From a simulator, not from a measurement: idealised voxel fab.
Proc. module: voxel transistor to metal
Section cut is 265 nm wide and gridded with 5 nm square cells.
The cross-sections in this document take the form of a grid made of square cells. They are written out as bands, in order from top to bottom. Each band consists of one or more rows of cells.
It is stipulated that each band's entry specify, in nanometres, the height of the top of the band and then that of its bottom, followed by the materials of the band in left-to-right sequence, each together with its width in nanometres. A single material marked by the word "full width" is understood to fill the band from edge to edge; the word "empty" is understood to denote empty space.
It should be noted that heights are counted from 0, beneath which the wafer as supplied is of one material throughout, and that the lowest band possesses no lower boundary but continues downward, as written in "0 and below".
Per-row width for "30 to 40": begins at first number (top row of band), ends at second number (bottom row), increment between rows held constant.
Step note "no modifications" = no cross-section cell changed.
Closed-off voids of 8+ cells (no open route to the top) go in "Closed-off voids", written width x height at distance from the left edge, in nm.
Past the settings on a step's line: simulator remark, on that step.
overlay nm: step with mask; distance mask lay right of planned place; negative value = left of planned place.
So here's the lineup of process steps we planned
- 1: op RECEIVE | material Si
- 2: op CONFORMAL_DEP | material SiO2 | thk nm 5
- 3: op CONFORMAL_DEP | material SiN | thk nm 10
- 4: op PATTERN | tone cover | mask id ACTIVE | material resist | width nm 105 | pitch nm 125 | thk nm 15 | overlay nm 0
- 5: op DIRECTIONAL_ETCH | etch materials SiN | depth nm 10
- 6: op DIRECTIONAL_ETCH | etch materials SiO2 | depth nm 5
- 7: op DIRECTIONAL_ETCH | etch materials Si | depth nm 35
- 8: op STRIP | etch materials resist
- 9: op OXIDIZE | depth nm 5
- 10: op FILL_DEP | material SiO2 | thk nm 15
- 11: op CMP | height nm 15
- 12: op SELECTIVE_ETCH | etch materials SiO2 | depth nm 5
- 13: op STRIP | etch materials SiN
- 14: op SELECTIVE_ETCH | etch materials SiO2 | depth nm 5
- 15: op OXIDIZE | depth nm 5
- 16: op DIRECTIONAL_DEP | material polySi | thk nm 20
- 17: op DIRECTIONAL_DEP | material SiCN | thk nm 15
- 18: op PATTERN | tone cover | mask id GATE | material resist | width nm 25 | pitch nm 125 | thk nm 20 | overlay nm 0
- 19: op DIRECTIONAL_ETCH | etch materials SiCN | depth nm 25
- 20: op DIRECTIONAL_ETCH | etch materials polySi | depth nm 30
- 21: op STRIP | etch materials resist
- 22: op CONFORMAL_DEP | material SiO2 | thk nm 5
- 23: op DIRECTIONAL_ETCH | etch materials SiO2 | depth nm 5
- 24: op CONFORMAL_DEP | material SiN | thk nm 5
- 25: op DIRECTIONAL_ETCH | etch materials SiN | depth nm 5
- 26: op DIRECTIONAL_ETCH | etch materials SiO2 | depth nm 5
- 27: op DIRECTIONAL_ETCH | etch materials Si | depth nm 15
- 28: op EPI | material pSi | thk nm 20
- 29: op FILL_DEP | material SiO2 | thk nm 5
- 30: op CMP | height nm 35
- 31: op DIRECTIONAL_DEP | material SiO2 | thk nm 15
- 32: op MASKED_ETCH | tone open | mask id CONTACT | width nm 30 | etch materials SiO2 | depth nm 50 | overlay nm 0
- 33: op CONFORMAL_DEP | material TiN | thk nm 5
- 34: op FILL_DEP | material W | thk nm 5
- 35: op CMP | height nm 50
- 36: op CONFORMAL_DEP | material SiCN | thk nm 5
- 37: op DIRECTIONAL_DEP | material lowk | thk nm 20
- 38: op MASKED_ETCH | tone open | mask id METAL_1 | width nm 20 | etch materials lowk | depth nm 20 | overlay nm 0
- 39: op MASKED_ETCH | tone open | mask id METAL_1 | width nm 20 | etch materials SiCN | depth nm 5 | overlay nm 0
- 40: op CONFORMAL_DEP | material TiN | thk nm 5
- 41: op FILL_DEP | material Cu | thk nm 5
- 42: op CMP | height nm 75
- 43: op CONFORMAL_DEP | material SiCN | thk nm 5
- 44: op DIRECTIONAL_DEP | material lowk | thk nm 35
- 45: op PATTERN | tone open | mask id METAL_2_HOLES | material resist | width nm 15 | pitch nm 125 | thk nm 15 | overlay nm 0
- 46: op DIRECTIONAL_ETCH | etch materials lowk | depth nm 35
- 47: op STRIP | etch materials resist
- 48: op DIRECTIONAL_DEP | material aC | thk nm 10
- 49: op PATTERN | tone open | mask id METAL_2 | material resist | width nm 20 | pitch nm 125 | thk nm 25 | overlay nm 0
- 50: op DIRECTIONAL_ETCH | etch materials aC | depth nm 10
- 51: op STRIP | etch materials resist
- 52: op DIRECTIONAL_ETCH | etch materials lowk | depth nm 20
- 53: op DIRECTIONAL_ETCH | etch materials SiCN | depth nm 5
- 54: op STRIP | etch materials aC
- 55: op CONFORMAL_DEP | material TiN | thk nm 5
- 56: op FILL_DEP | material Cu | thk nm 10
- 57: op CMP | height nm 115
- 58: op CONFORMAL_DEP | material SiN | thk nm 5
Cross-section of the wafer upon arrival, representing the state reached after step 1
* 0 and below = Si full width
* Closed-off voids: none
First of two wafers, end-of-module section, run followed plan
* 120 down to 115 = SiN full width
* 115 down to 100 = lowk 20 nm | TiN 5 nm | Cu 10 nm | TiN 5 nm | lowk 105 nm | TiN 5 nm | Cu 10 nm | TiN 5 nm | lowk 100 nm
* 100 down to 95 = lowk 20 nm | TiN 5 nm | Cu 5 nm | TiN 10 nm | lowk 105 nm | TiN 5 nm | Cu 5 nm | TiN 10 nm | lowk 100 nm
* 95 down to 80 = lowk 20 nm | TiN 5 nm | Cu 5 nm | TiN 5 nm | lowk 110 nm | TiN 5 nm | Cu 5 nm | TiN 5 nm | lowk 105 nm
* 80 down to 75 = SiCN 20 nm | TiN 15 nm | SiCN 110 nm | TiN 15 nm | SiCN 105 nm
* 75 down to 55 = lowk 20 nm | TiN 5 nm | Cu 10 nm | TiN 5 nm | lowk 55 nm | TiN 5 nm | Cu 10 nm | TiN 5 nm | lowk 30 nm | TiN 5 nm | Cu 10 nm | TiN 5 nm | lowk 55 nm | TiN 5 nm | Cu 10 nm | TiN 5 nm | lowk 25 nm
* 55 down to 50 = SiCN 20 nm | TiN 20 nm | SiCN 55 nm | TiN 20 nm | SiCN 30 nm | TiN 20 nm | SiCN 55 nm | TiN 20 nm | SiCN 25 nm
* 50 down to 40 = SiO2 20 nm | TiN 5 nm | W 20 nm | TiN 5 nm | SiO2 35 nm | TiN 5 nm | W 20 nm | TiN 5 nm | SiO2 30 nm | TiN 5 nm | W 20 nm | TiN 5 nm | SiO2 35 nm | TiN 5 nm | W 20 nm | TiN 5 nm | SiO2 25 nm
* 40 down to 35 = SiO2 20 nm | TiN 5 nm | W 15 nm | TiN 10 nm | SiO2 35 nm | TiN 10 nm | W 15 nm | TiN 5 nm | SiO2 30 nm | TiN 5 nm | W 15 nm | TiN 10 nm | SiO2 35 nm | TiN 10 nm | W 15 nm | TiN 5 nm | SiO2 25 nm
* 35 down to 20 = SiO2 20 nm | TiN 5 nm | W 15 nm | TiN 5 nm | SiN 5 nm | SiO2 5 nm | SiCN 25 nm | SiO2 5 nm | SiN 5 nm | TiN 5 nm | W 15 nm | TiN 5 nm | SiO2 30 nm | TiN 5 nm | W 15 nm | TiN 5 nm | SiN 5 nm | SiO2 5 nm | SiCN 25 nm | SiO2 5 nm | SiN 5 nm | TiN 5 nm | W 15 nm | TiN 5 nm | SiO2 25 nm
* 20 down to 15 = SiO2 20 nm | TiN 25 nm | SiN 5 nm | SiO2 5 nm | polySi 25 nm | SiO2 5 nm | SiN 5 nm | TiN 25 nm | SiO2 30 nm | TiN 25 nm | SiN 5 nm | SiO2 5 nm | polySi 25 nm | SiO2 5 nm | SiN 5 nm | TiN 25 nm | SiO2 25 nm
* 15 down to 5 = SiO2 20 nm | TiN 5 nm | pSi 20 nm | SiN 5 nm | SiO2 5 nm | polySi 25 nm | SiO2 5 nm | SiN 5 nm | pSi 20 nm | TiN 5 nm | SiO2 30 nm | TiN 5 nm | pSi 20 nm | SiN 5 nm | SiO2 5 nm | polySi 25 nm | SiO2 5 nm | SiN 5 nm | pSi 20 nm | TiN 5 nm | SiO2 25 nm
* 5 down to 0 = SiO2 15 nm | SiN 5 nm | TiN 5 nm | pSi 20 nm | SiN 5 nm | SiO2 5 nm | polySi 25 nm | SiO2 5 nm | SiN 5 nm | pSi 20 nm | TiN 5 nm | SiN 5 nm | SiO2 20 nm | SiN 5 nm | TiN 5 nm | pSi 20 nm | SiN 5 nm | SiO2 5 nm | polySi 25 nm | SiO2 5 nm | SiN 5 nm | pSi 20 nm | TiN 5 nm | SiN 5 nm | SiO2 20 nm
* 0 down to -5 = SiO2 20 nm | pSi 25 nm | SiO2 45 nm | pSi 25 nm | SiO2 30 nm | pSi 25 nm | SiO2 45 nm | pSi 25 nm | SiO2 25 nm
* -5 down to -20 = SiO2 20 nm | pSi 25 nm | Si 45 nm | pSi 25 nm | SiO2 30 nm | pSi 25 nm | Si 45 nm | pSi 25 nm | SiO2 25 nm
* -20 down to -40 = SiO2 20 nm | Si 95 nm | SiO2 30 nm | Si 95 nm | SiO2 25 nm
* -40 and below = Si full width
* Closed-off voids: none
Presented here is a cross-section of the second of the two wafers as it stood at the end of the module. It was started in the same manner and assigned the same plan as the first wafer; however, one mistake was made in its execution
* 120 down to 115 = SiN full width
* 115 down to 100 = lowk 20 nm | TiN 5 nm | Cu 10 nm | TiN 5 nm | lowk 105 nm | TiN 5 nm | Cu 10 nm | TiN 5 nm | lowk 100 nm
* 100 down to 95 = lowk 20 nm | TiN 5 nm | Cu 5 nm | TiN 10 nm | lowk 105 nm | TiN 5 nm | Cu 5 nm | TiN 10 nm | lowk 100 nm
* 95 down to 80 = lowk 20 nm | TiN 5 nm | Cu 5 nm | TiN 5 nm | lowk 110 nm | TiN 5 nm | Cu 5 nm | TiN 5 nm | lowk 105 nm
* 80 down to 75 = SiCN 20 nm | TiN 15 nm | SiCN 110 nm | TiN 15 nm | SiCN 105 nm
* 75 down to 70 = SiCN 20 nm | TiN 20 nm | SiCN 55 nm | TiN 20 nm | SiCN 30 nm | TiN 20 nm | SiCN 55 nm | TiN 20 nm | SiCN 25 nm
* 70 down to 50 = lowk full width
* 50 down to 40 = SiO2 20 nm | TiN 5 nm | W 20 nm | TiN 5 nm | SiO2 35 nm | TiN 5 nm | W 20 nm | TiN 5 nm | SiO2 30 nm | TiN 5 nm | W 20 nm | TiN 5 nm | SiO2 35 nm | TiN 5 nm | W 20 nm | TiN 5 nm | SiO2 25 nm
* 40 down to 35 = SiO2 20 nm | TiN 5 nm | W 15 nm | TiN 10 nm | SiO2 35 nm | TiN 10 nm | W 15 nm | TiN 5 nm | SiO2 30 nm | TiN 5 nm | W 15 nm | TiN 10 nm | SiO2 35 nm | TiN 10 nm | W 15 nm | TiN 5 nm | SiO2 25 nm
* 35 down to 20 = SiO2 20 nm | TiN 5 nm | W 15 nm | TiN 5 nm | SiN 5 nm | SiO2 5 nm | SiCN 25 nm | SiO2 5 nm | SiN 5 nm | TiN 5 nm | W 15 nm | TiN 5 nm | SiO2 30 nm | TiN 5 nm | W 15 nm | TiN 5 nm | SiN 5 nm | SiO2 5 nm | SiCN 25 nm | SiO2 5 nm | SiN 5 nm | TiN 5 nm | W 15 nm | TiN 5 nm | SiO2 25 nm
* 20 down to 15 = SiO2 20 nm | TiN 25 nm | SiN 5 nm | SiO2 5 nm | polySi 25 nm | SiO2 5 nm | SiN 5 nm | TiN 25 nm | SiO2 30 nm | TiN 25 nm | SiN 5 nm | SiO2 5 nm | polySi 25 nm | SiO2 5 nm | SiN 5 nm | TiN 25 nm | SiO2 25 nm
* 15 down to 5 = SiO2 20 nm | TiN 5 nm | pSi 20 nm | SiN 5 nm | SiO2 5 nm | polySi 25 nm | SiO2 5 nm | SiN 5 nm | pSi 20 nm | TiN 5 nm | SiO2 30 nm | TiN 5 nm | pSi 20 nm | SiN 5 nm | SiO2 5 nm | polySi 25 nm | SiO2 5 nm | SiN 5 nm | pSi 20 nm | TiN 5 nm | SiO2 25 nm
* 5 down to 0 = SiO2 15 nm | SiN 5 nm | TiN 5 nm | pSi 20 nm | SiN 5 nm | SiO2 5 nm | polySi 25 nm | SiO2 5 nm | SiN 5 nm | pSi 20 nm | TiN 5 nm | SiN 5 nm | SiO2 20 nm | SiN 5 nm | TiN 5 nm | pSi 20 nm | SiN 5 nm | SiO2 5 nm | polySi 25 nm | SiO2 5 nm | SiN 5 nm | pSi 20 nm | TiN 5 nm | SiN 5 nm | SiO2 20 nm
* 0 down to -5 = SiO2 20 nm | pSi 25 nm | SiO2 45 nm | pSi 25 nm | SiO2 30 nm | pSi 25 nm | SiO2 45 nm | pSi 25 nm | SiO2 25 nm
* -5 down to -20 = SiO2 20 nm | pSi 25 nm | Si 45 nm | pSi 25 nm | SiO2 30 nm | pSi 25 nm | Si 45 nm | pSi 25 nm | SiO2 25 nm
* -20 down to -40 = SiO2 20 nm | Si 95 nm | SiO2 30 nm | Si 95 nm | SiO2 25 nm
* -40 and below = Si full width
* Closed-off voids: none
The plan and the run diverged here: steps 36 and 37 were swapped
Final tally in cells, some materials are higher or lower on the second wafer than on the first: Cu -32, TiN -32, lowk +64
